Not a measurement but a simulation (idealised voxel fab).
Process module under the name voxel released beams
Pictured: cross-section cut, 225 nm wide, on a grid of 5 nm square cells.
We lay out every cross-section as a grid of square cells and spell it out in bands from the top down, where one band means one or more rows of cells.
Per band: top height and bottom height in nm, followed by the left-to-right materials and their widths in nm; "everywhere" marks a single material spanning edge to edge, "air" marks empty space.
Below 0: as-received wafer, all one material; heights counted from there. Lowest band: no bottom, goes on down, written "0 and below".
You'd read "30..40" like this: the band's top row of cells is as wide as the first number, its bottom row is as wide as the second, and going down, every row changes width by the same amount as the row before did.
Key: "remains unaltered" - step with no changed cell in the cross-section.
"Closed internal voids" means: voids of 8 cells or more that are shut off from the top with no open way through. Written width x height at distance, distance from the left edge, in nm.
Formally, on a step line, whatever follows the settings is a remark that the simulator itself makes on the step.
The optional step-line setting "overlay nm" applies to steps with a mask and quantifies how far to the right of its planned location the mask lay, a negative value indicating leftward placement.
### Here's what the planned process steps look like
- 1: RECEIVE | material Si
- 2: CONFORMAL_DEP | material Al2O3 | thk nm 10
- 3: DIRECTIONAL_DEP | material SiO2 | thk nm 20
- 4: DIRECTIONAL_DEP | material aC | thk nm 15
- 5: PATTERN | tone open | mask id ANCHOR | material resist | width nm 45 | thk nm 35 | overlay nm 0
- 6: DIRECTIONAL_ETCH | etch materials aC | depth nm 15
- 7: STRIP | etch materials resist
- 8: DIRECTIONAL_ETCH | etch materials SiO2 | depth nm 20
- 9: STRIP | etch materials aC
- 10: CONFORMAL_DEP | material polySi | thk nm 15
- 11: PATTERN | tone cover | mask id BEAM | material resist | width nm 120 | thk nm 20 | overlay nm 0
- 12: DIRECTIONAL_ETCH | etch materials polySi | depth nm 15
- 13: STRIP | etch materials resist
- 14: STRIP | etch materials SiO2
### First of two wafers - as planned
### This is the cross-section of the wafer as we received it, i.e. after step 1
0 and below = Si everywhere
Closed internal voids: none
### Upon completion of step 2, the wafer appears in cross-section as shown
10 down to 0 = Al2O3 everywhere
Heights below 0 show no change.
### Upon completion of step 3, the wafer appears in cross-section as shown
30 down to 10 = SiO2 everywhere
Heights below 10 show no change.
### Upon completion of step 4, the wafer appears in cross-section as shown
45 down to 30 = aC everywhere
Heights below 30 show no change.
### Upon completion of step 5, the wafer appears in cross-section as shown
80 down to 45 = resist 55 nm | air 45 nm | resist 125 nm
Heights below 45 show no change.
### Upon completion of step 6, the wafer appears in cross-section as shown
65 down to 45 = resist 55 nm | air 45 nm | resist 125 nm
45 down to 30 = aC 55 nm | air 45 nm | aC 125 nm
Heights below 30 show no change.
### Upon completion of step 7, the wafer appears in cross-section as shown
45 down to 30 = aC 55 nm | air 45 nm | aC 125 nm
Heights below 30 show no change.
### Upon completion of step 8, the wafer appears in cross-section as shown
45 down to 30 = aC 55 nm | air 45 nm | aC 125 nm
30 down to 10 = SiO2 55 nm | air 45 nm | SiO2 125 nm
Heights below 10 show no change.
### Upon completion of step 9, the wafer appears in cross-section as shown
30 down to 10 = SiO2 55 nm | air 45 nm | SiO2 125 nm
Heights below 10 show no change.
### Upon completion of step 10, the wafer appears in cross-section as shown
45 down to 30 = polySi 70 nm | air 15 nm | polySi 140 nm
30 down to 25 = SiO2 55 nm | polySi 15 nm | air 15 nm | polySi 15 nm | SiO2 125 nm
25 down to 10 = SiO2 55 nm | polySi 45 nm | SiO2 125 nm
Heights below 10 show no change.
### Upon completion of step 11, the wafer appears in cross-section as shown
65 down to 45 = air 50 nm | resist 120 nm | air 55 nm
45 down to 30 = polySi 70 nm | resist 15 nm | polySi 140 nm
30 down to 25 = SiO2 55 nm | polySi 15 nm | resist 15 nm | polySi 15 nm | SiO2 125 nm
Heights below 25 show no change.
### Upon completion of step 12, the wafer appears in cross-section as shown
65 down to 45 = air 50 nm | resist 120 nm | air 55 nm
45 down to 30 = air 50 nm | polySi 20 nm | resist 15 nm | polySi 85 nm | air 55 nm
Heights below 30 show no change.
### Upon completion of step 13, the wafer appears in cross-section as shown
45 down to 30 = air 50 nm | polySi 20 nm | air 15 nm | polySi 85 nm | air 55 nm
30 down to 25 = SiO2 55 nm | polySi 15 nm | air 15 nm | polySi 15 nm | SiO2 125 nm
Heights below 25 show no change.
### Upon completion of step 14, the wafer appears in cross-section as shown
45 down to 30 = air 50 nm | polySi 20 nm | air 15 nm | polySi 85 nm | air 55 nm
30 down to 25 = air 55 nm | polySi 15 nm | air 15 nm | polySi 15 nm | air 125 nm
25 down to 10 = air 55 nm | polySi 45 nm | air 125 nm
Heights below 10 show no change.
### The second wafer was prepared from the same starting point and under the same plan as the first; its processing contained one mistake, and it remains indistinguishable from the first wafer up to and including step 4
### Second wafer, section view, time point: scheduled end of step 5
80 down to 45 = air 55 nm | resist 45 nm | air 125 nm
Heights below 45 show no change.
### Second wafer, section view, time point: scheduled end of step 6
65 down to 45 = air 55 nm | resist 45 nm | air 125 nm
45 down to 30 = air 55 nm | aC 45 nm | air 125 nm
Heights below 30 show no change.
### Second wafer, section view, time point: scheduled end of step 7
45 down to 30 = air 55 nm | aC 45 nm | air 125 nm
Heights below 30 show no change.
### Second wafer, section view, time point: scheduled end of step 8
45 down to 30 = air 55 nm | aC 45 nm | air 125 nm
30 down to 10 = air 55 nm | SiO2 45 nm | air 125 nm
Heights below 10 show no change.
### Second wafer, section view, time point: scheduled end of step 9
30 down to 10 = air 55 nm | SiO2 45 nm | air 125 nm
Heights below 10 show no change.
### Second wafer, section view, time point: scheduled end of step 10
45 down to 30 = air 40 nm | polySi 75 nm | air 110 nm
30 down to 25 = air 40 nm | polySi 15 nm | SiO2 45 nm | polySi 15 nm | air 110 nm
25 down to 10 = polySi 55 nm | SiO2 45 nm | polySi 125 nm
Heights below 10 show no change.
### Second wafer, section view, time point: scheduled end of step 11
65 down to 45 = air 50 nm | resist 120 nm | air 55 nm
45 down to 30 = air 40 nm | polySi 75 nm | resist 55 nm | air 55 nm
30 down to 25 = air 40 nm | polySi 15 nm | SiO2 45 nm | polySi 15 nm | resist 55 nm | air 55 nm
Heights below 25 show no change.
### Second wafer, section view, time point: scheduled end of step 12
65 down to 45 = air 50 nm | resist 120 nm | air 55 nm
45 down to 30 = air 50 nm | polySi 65 nm | resist 55 nm | air 55 nm
30 down to 25 = air 40 nm | polySi 15 nm | SiO2 45 nm | polySi 15 nm | resist 55 nm | air 55 nm
25 down to 10 = air 40 nm | polySi 15 nm | SiO2 45 nm | polySi 70 nm | air 55 nm
Heights below 10 show no change.
### Second wafer, section view, time point: scheduled end of step 13
45 down to 30 = air 50 nm | polySi 65 nm | air 110 nm
30 down to 25 = air 40 nm | polySi 15 nm | SiO2 45 nm | polySi 15 nm | air 110 nm
Heights below 25 show no change.
Second wafer, section view, time point: scheduled end of step 14: remains unaltered
Finding, execution versus plan: step 5 ran differently from the plan; actual operation with settings: PATTERN | tone cover | mask id ANCHOR | material resist | width nm 45 | thk nm 35 | overlay nm 0
Cell-count delta at end, second wafer over first, by material: SiO2 +36
